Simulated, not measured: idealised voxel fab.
The process module presented herein is designated voxel tone inversion.
Xsec cut, 230 nm wide, square cell size 5 nm.
Just so we're on the same page, the cross-sections are grids of square cells, and they're listed out in bands top to bottom, each band one or more rows deep.
The band entry comprises the height of the band's top followed by the height of its bottom, expressed in nm, and subsequently the band's materials from left to right, each stated together with its width in nm. Where a single material is marked with the word "edge to edge", that material fills the band from edge to edge. The word "empty" represents empty space.
Height datum 0, below which the as-received substrate wafer is one material. Lowest band open at the bottom, running downward: "z 0 and below".
So if you see something like "30..40" for the width, read it as the top row of the band sitting at the first number and the bottom row at the second, with every row in between moving by the same amount as the last.
"left unchanged" -> step changed no cross-section cell.
Entry "Sealed-off cavities". Content: empty spaces with no open connection to the top, size 8 cells or greater. Each: width x height at distance. Distance: from left edge. Unit: nm.
Read whatever lies past the settings on a step's line as the simulator's own remark about the step.
Steps that use a mask can have "overlay nm" on their line. It says how far the mask sat to the right of where it was meant to be. Negative means to the left.
So here's the lineup of process steps we planned:
1) RECEIVE: material Si
2) CONFORMAL_DEP: material SiN, thk nm 10
3) DIRECTIONAL_DEP: material polySi, thk nm 20
4) PATTERN: tone cover, mask id POSTS, material resist, width nm 15, pitch nm 40, thk nm 25, overlay nm 0
5) DIRECTIONAL_ETCH: etch materials polySi, depth nm 20
6) STRIP: etch materials resist
7) FILL_DEP: material SiO2, thk nm 5
8) CMP: height nm 30
9) STRIP: etch materials polySi
This is the cross-section of the wafer as we received it, i.e. after step 1:
z 0 and below = Si edge to edge
Sealed-off cavities: none
Cross-sectional result after module completion. Note: starting condition and plan are unchanged from above; one processing mistake was made:
z 30 to 10 = 60 of SiO2  15 of empty  25 of SiO2  15 of empty  25 of SiO2  15 of empty  75 of SiO2
z 10 to 0 = SiN edge to edge
z 0 and below = Si edge to edge
Sealed-off cavities: none
Misprocessing identified: step 4 was processed under conditions differing from the plan, specifically as PATTERN: tone cover, mask id POSTS, material resist, width nm 15, pitch nm 40, thk nm 25, overlay nm -5
